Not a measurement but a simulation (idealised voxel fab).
You're looking at the process module voxel capacitor over wiring.
In the cross-section labelled cut, the width is 215 nm and each square cell is 5 nm.
Just so we're on the same page, the cross-sections are grids of square cells, and they're listed out in bands top to bottom, each band one or more rows deep. First you get the band's top height and its bottom height, in nm, and then the materials it's made of, left to right, with each width in nm. If you see a single material with "throughout", that one covers the band edge to edge. "empty" is empty space. Heights are expressed relative to 0, this being the level below which the as-received wafer comprises one material exclusively. The lowest band is unbounded in the downward direction and is denoted as in "0 nm and below". Top row gets the first number, bottom row gets the second, and each row in between changes by the same step: that is how a band width like "30..40" works. Given "identical to before" for a step, no cell of the cross-section differs between before and after that step. Reported under the label "Fully enclosed voids" are the empty spaces having no open way to the top and comprising 8 cells or more; the notation for each is width x height at distance, in which the distance is measured from the left edge and all three values are in nm. Where a step's line continues beyond its settings, the continuation is a remark by the simulator itself on that step. overlay nm: where the mask lay relative to plan, measured to the right, on steps with a mask; negatives go left.
### Planned process steps
step 1: RECEIVE [material Si]
step 2: CONFORMAL_DEP [material SiO2] [thk nm 15]
step 3: CONFORMAL_DEP [material SiN] [thk nm 5]
step 4: DIRECTIONAL_DEP [material lowk] [thk nm 25]
step 5: DIRECTIONAL_DEP [material aC] [thk nm 10]
step 6: PATTERN [tone open] [mask id METAL_1] [material resist] [width nm 25] [pitch nm 75] [thk nm 30] [overlay nm 0]
step 7: DIRECTIONAL_ETCH [etch materials aC] [depth nm 10]
step 8: STRIP [etch materials resist]
step 9: DIRECTIONAL_ETCH [etch materials lowk] [depth nm 25]
step 10: DIRECTIONAL_ETCH [etch materials SiN] [depth nm 5]
step 11: STRIP [etch materials aC]
step 12: CONFORMAL_DEP [material TiN] [thk nm 5]
step 13: FILL_DEP [material W] [thk nm 10]
step 14: CMP [height nm 45]
step 15: EPI [material Ru] [thk nm 5]
step 16: FILL_DEP [material SiCN] [thk nm 5]
step 17: DIRECTIONAL_DEP [material SiO2] [thk nm 20]
step 18: PATTERN [tone open] [mask id PLUG_1] [material resist] [width nm 15] [thk nm 20] [overlay nm 0]
step 19: DIRECTIONAL_ETCH [etch materials SiO2] [depth nm 20]
step 20: DIRECTIONAL_ETCH [etch materials SiCN] [depth nm 5]
step 21: STRIP [etch materials resist]
step 22: CONFORMAL_DEP [material TiN] [thk nm 5]
step 23: FILL_DEP [material Cu] [thk nm 5]
step 24: CMP [height nm 75]
step 25: DIRECTIONAL_DEP [material TiN] [thk nm 10]
step 26: DIRECTIONAL_DEP [material HfO2] [thk nm 5]
step 27: DIRECTIONAL_DEP [material TiN] [thk nm 10]
step 28: MASKED_ETCH [tone cover] [mask id UPPER_PLATE] [width nm 55] [etch materials TiN] [depth nm 10] [overlay nm 0]
step 29: MASKED_ETCH [tone cover] [mask id UPPER_PLATE] [width nm 55] [etch materials HfO2] [depth nm 5] [overlay nm 0]
step 30: PATTERN [tone cover] [mask id LOWER_PLATE] [material resist] [width nm 65] [thk nm 20] [overlay nm 0]
step 31: DIRECTIONAL_ETCH [etch materials TiN] [depth nm 10]
step 32: STRIP [etch materials resist]
step 33: FILL_DEP [material SiO2] [thk nm 15]
step 34: CMP [height nm 110]
step 35: MASKED_ETCH [tone open] [mask id PLUG_2] [width nm 15] [etch materials SiO2] [depth nm 10] [overlay nm 0]
step 36: CONFORMAL_DEP [material TiN] [thk nm 5]
step 37: FILL_DEP [material Ru] [thk nm 10]
step 38: CMP [height nm 110]
step 39: CONFORMAL_DEP [material SiN] [thk nm 5]
### Here's what the wafer looked like in cross-section when it arrived - that's after step 1
> 0 nm and below  Si throughout
> Fully enclosed voids: none
### Module complete, cross-section. Starting point and plan per above. One mistake made in running the module
> 115 nm to 110 nm  SiN throughout
> 110 nm to 105 nm  SiO2: 75  TiN: 5  Ru: 5  TiN: 5  SiO2: 125
> 105 nm to 100 nm  SiO2: 75  TiN: 15  SiO2: 125
> 100 nm to 90 nm  SiO2: 65  TiN: 55  SiO2: 95
> 90 nm to 85 nm  SiO2: 65  HfO2: 55  SiO2: 95
> 85 nm to 75 nm  SiO2: 60  TiN: 65  SiO2: 90
> 75 nm to 55 nm  SiO2: 65  TiN: 5  Cu: 5  TiN: 5  SiO2: 135
> 55 nm to 50 nm  SiCN: 65  TiN: 15  SiCN: 135
> 50 nm to 45 nm  Ru throughout
> 45 nm to 20 nm  TiN throughout
> 20 nm to 15 nm  SiN throughout
> 15 nm to 0 nm  SiO2 throughout
> 0 nm and below  Si throughout
> Fully enclosed voids: none
Misprocessing identified: the process deviated at step 4: the operation and settings actually run there were DIRECTIONAL_DEP [material TiN] [thk nm 25]
